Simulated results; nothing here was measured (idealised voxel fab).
Documented hereafter: the process module known as voxel capacitor over wiring.
Displayed cross-section: cut, width of 155 nm, square cells sized 5 nm.
Each cross-section below is a grid of square cells, stated as bands in top-down order, with one or more rows of cells making up each band. Heights first: top, then bottom, in nm. Then materials, left to right, each with a width in nm. "everywhere" on a single material: fills the band edge to edge. "blank": empty space. Where do heights start? At 0: under that level the wafer as delivered is made of one material only. And the lowest band has no floor; it just carries on downward, as in "top 0, no bottom". Quick explanation for "30..40": the width changes in equal steps down the rows of cells, from the first number in the band's top row to the second number in its bottom row. Where the words "nothing changed" appear for a step, the cross-section shows no cell changed by that step; every cell remained as before. "Closed void roster" specifies each empty space that is not open to the top and that occupies no fewer than 8 cells, using the form width x height at distance, the distance measured from the left edge and all three quantities in nm. after a step's settings: what the simulator itself notes on the step. "overlay nm", when on a step's line for a step with a mask, measures how far to the right of its planned place the mask lay; a negative measure means to the left.

The process steps that were planned are listed below:
1 RECEIVE with material Si
2 CONFORMAL_DEP with material SiO2, thk nm 15
3 CONFORMAL_DEP with material SiN, thk nm 5
4 DIRECTIONAL_DEP with material SiO2, thk nm 15
5 PATTERN with tone open, mask id METAL_1, material resist, width nm 30, pitch nm 85, thk nm 20, overlay nm 0
6 DIRECTIONAL_ETCH with etch materials SiO2, depth nm 15
7 DIRECTIONAL_ETCH with etch materials SiN, depth nm 5
8 STRIP with etch materials resist
9 CONFORMAL_DEP with material TiN, thk nm 5
10 FILL_DEP with material W, thk nm 10
11 CMP with height nm 35
12 CONFORMAL_DEP with material SiCN, thk nm 5
13 DIRECTIONAL_DEP with material SiO2, thk nm 10
14 DIRECTIONAL_DEP with material aC, thk nm 15
15 PATTERN with tone open, mask id PLUG_1, material resist, width nm 15, thk nm 30, overlay nm 0
16 DIRECTIONAL_ETCH with etch materials aC, depth nm 15
17 STRIP with etch materials resist
18 DIRECTIONAL_ETCH with etch materials SiO2, depth nm 10
19 DIRECTIONAL_ETCH with etch materials SiCN, depth nm 5
20 STRIP with etch materials aC
21 EPI with material Ru, thk nm 10
22 EPI with material Ru, thk nm 5
23 DIRECTIONAL_DEP with material TiN, thk nm 10
24 DIRECTIONAL_DEP with material Al2O3, thk nm 5
25 DIRECTIONAL_DEP with material TiN, thk nm 5
26 MASKED_ETCH with tone cover, mask id UPPER_PLATE, width nm 60, etch materials TiN, depth nm 5, overlay nm 0
27 MASKED_ETCH with tone cover, mask id UPPER_PLATE, width nm 60, etch materials Al2O3, depth nm 5, overlay nm 0
28 PATTERN with tone cover, mask id LOWER_PLATE, material resist, width nm 70, thk nm 20, overlay nm 0
29 DIRECTIONAL_ETCH with etch materials TiN, depth nm 10
30 STRIP with etch materials resist
31 FILL_DEP with material SiO2, thk nm 20
32 CMP with height nm 85
33 PATTERN with tone open, mask id PLUG_2, material resist, width nm 15, thk nm 15, overlay nm 0
34 DIRECTIONAL_ETCH with etch materials SiO2, depth nm 15
35 STRIP with etch materials resist
36 CONFORMAL_DEP with material TiN, thk nm 5
37 FILL_DEP with material Ru, thk nm 5
38 CMP with height nm 85
39 CONFORMAL_DEP with material SiCN, thk nm 5

Below: the first of two wafers, run as planned:

Cross-section of the wafer at receipt, which is the condition after step 1:
top 0, no bottom: Si everywhere
Closed void roster: none

Cross-section of the wafer after step 2:
top 15, bottom 0: SiO2 everywhere
Under 0: no change, same as before.

Cross-section of the wafer after step 3:
top 20, bottom 15: SiN everywhere
Under 15: no change, same as before.

Cross-section of the wafer after step 4:
top 35, bottom 20: SiO2 everywhere
Under 20: no change, same as before.

Cross-section of the wafer after step 5:
top 55, bottom 35: 20 nm resist | 30 nm blank | 55 nm resist | 30 nm blank | 20 nm resist
Under 35: no change, same as before.

Cross-section of the wafer after step 6:
top 55, bottom 35: 20 nm resist | 30 nm blank | 55 nm resist | 30 nm blank | 20 nm resist
top 35, bottom 20: 20 nm SiO2 | 30 nm blank | 55 nm SiO2 | 30 nm blank | 20 nm SiO2
Under 20: no change, same as before.

Cross-section of the wafer after step 7:
top 55, bottom 35: 20 nm resist | 30 nm blank | 55 nm resist | 30 nm blank | 20 nm resist
top 35, bottom 20: 20 nm SiO2 | 30 nm blank | 55 nm SiO2 | 30 nm blank | 20 nm SiO2
top 20, bottom 15: 20 nm SiN | 30 nm blank | 55 nm SiN | 30 nm blank | 20 nm SiN
Under 15: no change, same as before.

Cross-section of the wafer after step 8:
top 35, bottom 20: 20 nm SiO2 | 30 nm blank | 55 nm SiO2 | 30 nm blank | 20 nm SiO2
Under 20: no change, same as before.

Cross-section of the wafer after step 9:
top 40, bottom 35: 25 nm TiN | 20 nm blank | 65 nm TiN | 20 nm blank | 25 nm TiN
top 35, bottom 20: 20 nm SiO2 | 5 nm TiN | 20 nm blank | 5 nm TiN | 55 nm SiO2 | 5 nm TiN | 20 nm blank | 5 nm TiN | 20 nm SiO2
top 20, bottom 15: 20 nm SiN | 30 nm TiN | 55 nm SiN | 30 nm TiN | 20 nm SiN
Under 15: no change, same as before.

Cross-section of the wafer after step 10:
top 50, bottom 40: W everywhere
top 40, bottom 35: 25 nm TiN | 20 nm W | 65 nm TiN | 20 nm W | 25 nm TiN
top 35, bottom 20: 20 nm SiO2 | 5 nm TiN | 20 nm W | 5 nm TiN | 55 nm SiO2 | 5 nm TiN | 20 nm W | 5 nm TiN | 20 nm SiO2
Under 20: no change, same as before.

Cross-section of the wafer after step 11:
top 35, bottom 20: 20 nm SiO2 | 5 nm TiN | 20 nm W | 5 nm TiN | 55 nm SiO2 | 5 nm TiN | 20 nm W | 5 nm TiN | 20 nm SiO2
Under 20: no change, same as before.

Cross-section of the wafer after step 12:
top 40, bottom 35: SiCN everywhere
Under 35: no change, same as before.

Cross-section of the wafer after step 13:
top 50, bottom 40: SiO2 everywhere
Under 40: no change, same as before.

Cross-section of the wafer after step 14:
top 65, bottom 50: aC everywhere
Under 50: no change, same as before.

Cross-section of the wafer after step 15:
top 95, bottom 65: 35 nm resist | 15 nm blank | 105 nm resist
Under 65: no change, same as before.

Cross-section of the wafer after step 16:
top 80, bottom 65: 35 nm resist | 15 nm blank | 105 nm resist
top 65, bottom 50: 35 nm aC | 15 nm blank | 105 nm aC
Under 50: no change, same as before.

Cross-section of the wafer after step 17:
top 65, bottom 50: 35 nm aC | 15 nm blank | 105 nm aC
Under 50: no change, same as before.

Cross-section of the wafer after step 18:
top 65, bottom 50: 35 nm aC | 15 nm blank | 105 nm aC
top 50, bottom 40: 35 nm SiO2 | 15 nm blank | 105 nm SiO2
Under 40: no change, same as before.

Cross-section of the wafer after step 19:
top 65, bottom 50: 35 nm aC | 15 nm blank | 105 nm aC
top 50, bottom 40: 35 nm SiO2 | 15 nm blank | 105 nm SiO2
top 40, bottom 35: 35 nm SiCN | 15 nm blank | 105 nm SiCN
Under 35: no change, same as before.

Cross-section of the wafer after step 20:
top 50, bottom 40: 35 nm SiO2 | 15 nm blank | 105 nm SiO2
Under 40: no change, same as before.

Cross-section of the wafer after step 21:
top 50, bottom 45: 35 nm SiO2 | 15 nm blank | 105 nm SiO2
top 45, bottom 40: 35 nm SiO2 | 15 nm Ru | 105 nm SiO2
top 40, bottom 35: 35 nm SiCN | 15 nm Ru | 105 nm SiCN
Under 35: no change, same as before.

Cross-section of the wafer after step 22:
top 50, bottom 40: 35 nm SiO2 | 15 nm Ru | 105 nm SiO2
Under 40: no change, same as before.

Cross-section of the wafer after step 23:
top 60, bottom 50: TiN everywhere
Under 50: no change, same as before.

Cross-section of the wafer after step 24:
top 65, bottom 60: Al2O3 everywhere
Under 60: no change, same as before.

Cross-section of the wafer after step 25:
top 70, bottom 65: TiN everywhere
Under 65: no change, same as before.

Cross-section of the wafer after step 26:
top 70, bottom 65: 35 nm blank | 60 nm TiN | 60 nm blank
Under 65: no change, same as before.

Cross-section of the wafer after step 27:
top 70, bottom 65: 35 nm blank | 60 nm TiN | 60 nm blank
top 65, bottom 60: 35 nm blank | 60 nm Al2O3 | 60 nm blank
Under 60: no change, same as before.

Cross-section of the wafer after step 28:
top 90, bottom 70: 30 nm blank | 70 nm resist | 55 nm blank
top 70, bottom 65: 30 nm blank | 5 nm resist | 60 nm TiN | 5 nm resist | 55 nm blank
top 65, bottom 60: 30 nm blank | 5 nm resist | 60 nm Al2O3 | 5 nm resist | 55 nm blank
Under 60: no change, same as before.

Cross-section of the wafer after step 29:
top 90, bottom 70: 30 nm blank | 70 nm resist | 55 nm blank
top 70, bottom 65: 30 nm blank | 5 nm resist | 60 nm TiN | 5 nm resist | 55 nm blank
top 65, bottom 60: 30 nm blank | 5 nm resist | 60 nm Al2O3 | 5 nm resist | 55 nm blank
top 60, bottom 50: 30 nm blank | 70 nm TiN | 55 nm blank
Under 50: no change, same as before.

Cross-section of the wafer after step 30:
top 70, bottom 65: 35 nm blank | 60 nm TiN | 60 nm blank
top 65, bottom 60: 35 nm blank | 60 nm Al2O3 | 60 nm blank
Under 60: no change, same as before.

Cross-section of the wafer after step 31:
top 90, bottom 70: SiO2 everywhere
top 70, bottom 65: 35 nm SiO2 | 60 nm TiN | 60 nm SiO2
top 65, bottom 60: 35 nm SiO2 | 60 nm Al2O3 | 60 nm SiO2
top 60, bottom 50: 30 nm SiO2 | 70 nm TiN | 55 nm SiO2
Under 50: no change, same as before.

Cross-section of the wafer after step 32:
top 85, bottom 70: SiO2 everywhere
Under 70: no change, same as before.

Cross-section of the wafer after step 33:
top 100, bottom 85: 45 nm resist | 15 nm blank | 95 nm resist
Under 85: no change, same as before.

Cross-section of the wafer after step 34:
top 100, bottom 85: 45 nm resist | 15 nm blank | 95 nm resist
top 85, bottom 70: 45 nm SiO2 | 15 nm blank | 95 nm SiO2
Under 70: no change, same as before.

Cross-section of the wafer after step 35:
top 85, bottom 70: 45 nm SiO2 | 15 nm blank | 95 nm SiO2
Under 70: no change, same as before.

Cross-section of the wafer after step 36:
top 90, bottom 85: 50 nm TiN | 5 nm blank | 100 nm TiN
top 85, bottom 75: 45 nm SiO2 | 5 nm TiN | 5 nm blank | 5 nm TiN | 95 nm SiO2
top 75, bottom 65: 45..35 nm SiO2 | 15..60 nm TiN | 95..60 nm SiO2
Under 65: no change, same as before.

Cross-section of the wafer after step 37:
top 95, bottom 90: Ru everywhere
top 90, bottom 85: 50 nm TiN | 5 nm Ru | 100 nm TiN
top 85, bottom 75: 45 nm SiO2 | 5 nm TiN | 5 nm Ru | 5 nm TiN | 95 nm SiO2
Under 75: no change, same as before.

Cross-section of the wafer after step 38:
top 85, bottom 75: 45 nm SiO2 | 5 nm TiN | 5 nm Ru | 5 nm TiN | 95 nm SiO2
Under 75: no change, same as before.

Cross-section of the wafer after step 39:
top 90, bottom 85: SiCN everywhere
Under 85: no change, same as before.

Second wafer: same start and same plan as the first, one execution error; identical to the first through step 20:

Cross-sectional view of the second wafer at the intended end time of process step 21:
top 55, bottom 50: 30 nm blank | 25 nm Ru | 100 nm blank
top 50, bottom 40: 35 nm SiO2 | 15 nm Ru | 105 nm SiO2
top 40, bottom 35: 35 nm SiCN | 15 nm Ru | 105 nm SiCN
Under 35: no change, same as before.

Cross-sectional view of the second wafer at the intended end time of process step 22:
top 60, bottom 50: 25 nm blank | 35 nm Ru | 95 nm blank
Under 50: no change, same as before.

Cross-sectional view of the second wafer at the intended end time of process step 23:
top 70, bottom 60: 25 nm blank | 35 nm TiN | 95 nm blank
top 60, bottom 50: 25 nm TiN | 35 nm Ru | 95 nm TiN
Under 50: no change, same as before.

Cross-sectional view of the second wafer at the intended end time of process step 24:
top 75, bottom 70: 25 nm blank | 35 nm Al2O3 | 95 nm blank
top 70, bottom 65: 25 nm blank | 35 nm TiN | 95 nm blank
top 65, bottom 60: 25 nm Al2O3 | 35 nm TiN | 95 nm Al2O3
Under 60: no change, same as before.

Cross-sectional view of the second wafer at the intended end time of process step 25:
top 80, bottom 75: 25 nm blank | 35 nm TiN | 95 nm blank
top 75, bottom 70: 25 nm blank | 35 nm Al2O3 | 95 nm blank
top 70, bottom 65: TiN everywhere
Under 65: no change, same as before.

Cross-sectional view of the second wafer at the intended end time of process step 26:
top 80, bottom 75: 35 nm blank | 25 nm TiN | 95 nm blank
top 75, bottom 70: 25 nm blank | 35 nm Al2O3 | 95 nm blank
top 70, bottom 65: 25 nm blank | 70 nm TiN | 60 nm blank
Under 65: no change, same as before.

Cross-sectional view of the second wafer at the intended end time of process step 27:
top 80, bottom 75: 35 nm blank | 25 nm TiN | 95 nm blank
top 75, bottom 70: 35 nm blank | 25 nm Al2O3 | 95 nm blank
top 70, bottom 65: 25 nm blank | 70 nm TiN | 60 nm blank
top 65, bottom 60: 25 nm blank | 35 nm TiN | 35 nm Al2O3 | 60 nm blank
Under 60: no change, same as before.

Cross-sectional view of the second wafer at the intended end time of process step 28:
top 100, bottom 80: 30 nm blank | 70 nm resist | 55 nm blank
top 80, bottom 75: 30 nm blank | 5 nm resist | 25 nm TiN | 40 nm resist | 55 nm blank
top 75, bottom 70: 30 nm blank | 5 nm resist | 25 nm Al2O3 | 40 nm resist | 55 nm blank
top 70, bottom 65: 25 nm blank | 70 nm TiN | 5 nm resist | 55 nm blank
top 65, bottom 60: 25 nm blank | 35 nm TiN | 35 nm Al2O3 | 5 nm resist | 55 nm blank
Under 60: no change, same as before.

Cross-sectional view of the second wafer at the intended end time of process step 29:
top 100, bottom 80: 30 nm blank | 70 nm resist | 55 nm blank
top 80, bottom 75: 30 nm blank | 5 nm resist | 25 nm TiN | 40 nm resist | 55 nm blank
top 75, bottom 70: 30 nm blank | 5 nm resist | 25 nm Al2O3 | 40 nm resist | 55 nm blank
top 70, bottom 65: 30 nm blank | 65 nm TiN | 5 nm resist | 55 nm blank
top 65, bottom 60: 30 nm blank | 30 nm TiN | 35 nm Al2O3 | 5 nm resist | 55 nm blank
top 60, bottom 50: 25 nm blank | 35 nm Ru | 40 nm TiN | 55 nm blank
Under 50: no change, same as before.

Cross-sectional view of the second wafer at the intended end time of process step 30:
top 80, bottom 75: 35 nm blank | 25 nm TiN | 95 nm blank
top 75, bottom 70: 35 nm blank | 25 nm Al2O3 | 95 nm blank
top 70, bottom 65: 30 nm blank | 65 nm TiN | 60 nm blank
top 65, bottom 60: 30 nm blank | 30 nm TiN | 35 nm Al2O3 | 60 nm blank
Under 60: no change, same as before.

Cross-sectional view of the second wafer at the intended end time of process step 31:
top 100, bottom 80: SiO2 everywhere
top 80, bottom 75: 35 nm SiO2 | 25 nm TiN | 95 nm SiO2
top 75, bottom 70: 35 nm SiO2 | 25 nm Al2O3 | 95 nm SiO2
top 70, bottom 65: 30 nm SiO2 | 65 nm TiN | 60 nm SiO2
top 65, bottom 60: 30 nm SiO2 | 30 nm TiN | 35 nm Al2O3 | 60 nm SiO2
top 60, bottom 50: 25 nm SiO2 | 35 nm Ru | 40 nm TiN | 55 nm SiO2
Under 50: no change, same as before.

Cross-sectional view of the second wafer at the intended end time of process step 32:
top 85, bottom 80: SiO2 everywhere
Under 80: no change, same as before.

Cross-sectional view of the second wafer at the intended end time of process step 33:
top 100, bottom 85: 45 nm resist | 15 nm blank | 95 nm resist
Under 85: no change, same as before.

Cross-sectional view of the second wafer at the intended end time of process step 34:
top 100, bottom 85: 45 nm resist | 15 nm blank | 95 nm resist
top 85, bottom 80: 45 nm SiO2 | 15 nm blank | 95 nm SiO2
Under 80: no change, same as before.

Cross-sectional view of the second wafer at the intended end time of process step 35:
top 85, bottom 80: 45 nm SiO2 | 15 nm blank | 95 nm SiO2
Under 80: no change, same as before.

Cross-sectional view of the second wafer at the intended end time of process step 36:
top 90, bottom 85: 50 nm TiN | 5 nm blank | 100 nm TiN
top 85, bottom 75: 45..35 nm SiO2 | 15..25 nm TiN | 95 nm SiO2
Under 75: no change, same as before.

Cross-sectional view of the second wafer at the intended end time of process step 37:
top 95, bottom 90: Ru everywhere
top 90, bottom 85: 50 nm TiN | 5 nm Ru | 100 nm TiN
Under 85: no change, same as before.

Cross-sectional view of the second wafer at the intended end time of process step 38:
top 85, bottom 75: 45..35 nm SiO2 | 15..25 nm TiN | 95 nm SiO2
Under 75: no change, same as before.

Cross-sectional view of the second wafer at the intended end time of process step 39:
top 90, bottom 85: SiCN everywhere
Under 85: no change, same as before.
Against the plan, the run slipped here: plan step 21 ran twice
End check, counted in cells, second wafer has more or fewer of these materials than the first: Ru +12; SiO2 -8; TiN -4
